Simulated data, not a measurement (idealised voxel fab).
Process module, titled voxel gate over fins
Square cell edge 5 nm, section width 240 nm, ID cut.
Cross-section, as written here: a square-cell grid given band by band from the top down, where a band holds one or more rows of cells.
Top, bottom (nm), then materials left to right with widths (nm); lone material tagged "edge to edge" fills the whole band edge to edge; "blank" = empty space.
Heads up on the height convention: 0 is the point under which the incoming wafer is all one material, and the lowest band has no bottom, it just keeps going down, like "0..down".
Width "30->40": first value at the band's top row of cells, second value at its bottom row, equal change from row to row.
Basically "nothing altered" means that step didn't change any cell in the cross-section.
What "Encapsulated voids" gives you is every empty space of 8 cells or more that is cut off from the top. Each appears as width x height at distance, with the distance taken from the left edge and width, height and distance all in nm.
If you see something after the settings on a step's line, that's the simulator's own remark about that step.
overlay nm: step with mask; distance mask lay right of planned place; negative value = left of planned place.

Planned step list for the process:
1) op RECEIVE | material Si
2) op CONFORMAL_DEP | material SiN | thk nm 5
3) op DIRECTIONAL_DEP | material aC | thk nm 15
4) op PATTERN | tone cover | mask id FINS | material resist | width nm 15 | pitch nm 50 | thk nm 35 | overlay nm -15
5) op DIRECTIONAL_ETCH | etch materials aC | depth nm 15
6) op STRIP | etch materials resist
7) op DIRECTIONAL_ETCH | etch materials SiN | depth nm 5
8) op DIRECTIONAL_ETCH | etch materials Si | depth nm 35
9) op STRIP | etch materials aC
10) op OXIDIZE | depth nm 5
11) op FILL_DEP | material SiO2 | thk nm 15
12) op CMP | height nm 5
13) op MASKED_ETCH | tone open | mask id RAIL | width nm 15 | etch materials SiO2 | depth nm 35 | overlay nm 0
14) op CONFORMAL_DEP | material TiN | thk nm 5
15) op FILL_DEP | material W | thk nm 5
16) op CMP | height nm 5
17) op SELECTIVE_ETCH | etch materials W Ru TiN | depth nm 20
18) op FILL_DEP | material SiO2 | thk nm 5
19) op CMP | height nm 5
20) op SELECTIVE_ETCH | etch materials SiO2 | depth nm 15
21) op STRIP | etch materials SiN
22) op CONFORMAL_DEP | material HfO2 | thk nm 5
23) op CONFORMAL_DEP | material TiN | thk nm 5
24) op CONFORMAL_DEP | material TiAl | thk nm 5
25) op CONFORMAL_DEP | material TiN | thk nm 5
26) op FILL_DEP | material W | thk nm 15
27) op CMP | height nm 30
28) op CONFORMAL_DEP | material SiCN | thk nm 5
Wafers differ in overlay nm at step 4; plan lists the first wafer's value; identical starting state.

As received, i.e. after step 1: cross-section through the first of several wafers:
> 0..down: Si edge to edge
> Encapsulated voids: none

First of several wafers: cross-section at the end of the module, after step 28, its last step:
> 35..30: SiCN edge to edge
> 30..20: W edge to edge
> 20..15: 55 nm W | 45 nm TiN | 5 nm W | 45 nm TiN | 90 nm W
> 15..10: 55 nm W | 5 nm TiN | 35 nm TiAl | 5 nm TiN | 5 nm W | 5 nm TiN | 35 nm TiAl | 5 nm TiN | 90 nm W
> 10..5: 60 nm TiN | 5 nm TiAl | 25 nm TiN | 5 nm TiAl | 15 nm TiN | 5 nm TiAl | 25 nm TiN | 5 nm TiAl | 95 nm TiN
> 5..0: 65 nm TiAl | 5 nm TiN | 15 nm HfO2 | 5 nm TiN | 25 nm TiAl | 5 nm TiN | 15 nm HfO2 | 5 nm TiN | 100 nm TiAl
> 0..-5: 70 nm TiN | 5 nm HfO2 | 5 nm Si | 5 nm HfO2 | 35 nm TiN | 5 nm HfO2 | 5 nm Si | 5 nm HfO2 | 105 nm TiN
> -5..-10: 75 nm HfO2 | 5 nm Si | 45 nm HfO2 | 5 nm Si | 110 nm HfO2
> -10..-15: 75 nm SiO2 | 5 nm Si | 45 nm SiO2 | 5 nm Si | 110 nm SiO2
> -15..-30: 75 nm SiO2 | 5 nm Si | 30 nm SiO2 | 10 nm TiN | 5 nm SiO2 | 5 nm Si | 110 nm SiO2
> -30..-40: 75 nm SiO2 | 5 nm Si | 45 nm SiO2 | 5 nm Si | 110 nm SiO2
> -40..down: Si edge to edge
> Encapsulated voids: none

The last wafer as seen in cross-section at the end of the module:
> 35..30: SiCN edge to edge
> 30..20: W edge to edge
> 20..15: 85 nm W | 45 nm TiN | 5 nm W | 45 nm TiN | 60 nm W
> 15..10: 85 nm W | 5 nm TiN | 35 nm TiAl | 5 nm TiN | 5 nm W | 5 nm TiN | 35 nm TiAl | 5 nm TiN | 60 nm W
> 10..5: 90 nm TiN | 5 nm TiAl | 25 nm TiN | 5 nm TiAl | 15 nm TiN | 5 nm TiAl | 25 nm TiN | 5 nm TiAl | 65 nm TiN
> 5..0: 95 nm TiAl | 5 nm TiN | 15 nm HfO2 | 5 nm TiN | 25 nm TiAl | 5 nm TiN | 15 nm HfO2 | 5 nm TiN | 70 nm TiAl
> 0..-5: 100 nm TiN | 5 nm HfO2 | 5 nm Si | 5 nm HfO2 | 35 nm TiN | 5 nm HfO2 | 5 nm Si | 5 nm HfO2 | 75 nm TiN
> -5..-10: 105 nm HfO2 | 5 nm Si | 45 nm HfO2 | 5 nm Si | 80 nm HfO2
> -10..-15: 105 nm SiO2 | 5 nm Si | 45 nm SiO2 | 5 nm Si | 80 nm SiO2
> -15..-30: 105 nm SiO2 | 5 nm Si | 5 nm SiO2 | 10 nm TiN | 30 nm SiO2 | 5 nm Si | 80 nm SiO2
> -30..-40: 105 nm SiO2 | 5 nm Si | 45 nm SiO2 | 5 nm Si | 80 nm SiO2
> -40..down: Si edge to edge
> Encapsulated voids: none

The table below has one row for each wafer; a row shows, as of the end of the module, how many cells of each material the wafer has gained, marked (+), or lost, marked (-), since it was received, and then the wafer's closed voids:
overlay nm -15; +56 HfO2; -368 Si; +48 SiCN; +270 SiO2; +56 TiAl; +118 TiN; +156 W; Encapsulated voids: none
overlay nm -10; +56 HfO2; -368 Si; +48 SiCN; +267 SiO2; +56 TiAl; +119 TiN; +158 W; Encapsulated voids: none
overlay nm -5; +56 HfO2; -368 Si; +48 SiCN; +267 SiO2; +56 TiAl; +119 TiN; +158 W; Encapsulated voids: none
overlay nm 0; +56 HfO2; -368 Si; +48 SiCN; +267 SiO2; +56 TiAl; +119 TiN; +158 W; Encapsulated voids: none
overlay nm 5; +56 HfO2; -368 Si; +48 SiCN; +267 SiO2; +56 TiAl; +119 TiN; +158 W; Encapsulated voids: none
overlay nm 10; +56 HfO2; -368 Si; +48 SiCN; +267 SiO2; +56 TiAl; +119 TiN; +158 W; Encapsulated voids: none
overlay nm 15; +56 HfO2; -368 Si; +48 SiCN; +270 SiO2; +56 TiAl; +118 TiN; +156 W; Encapsulated voids: none
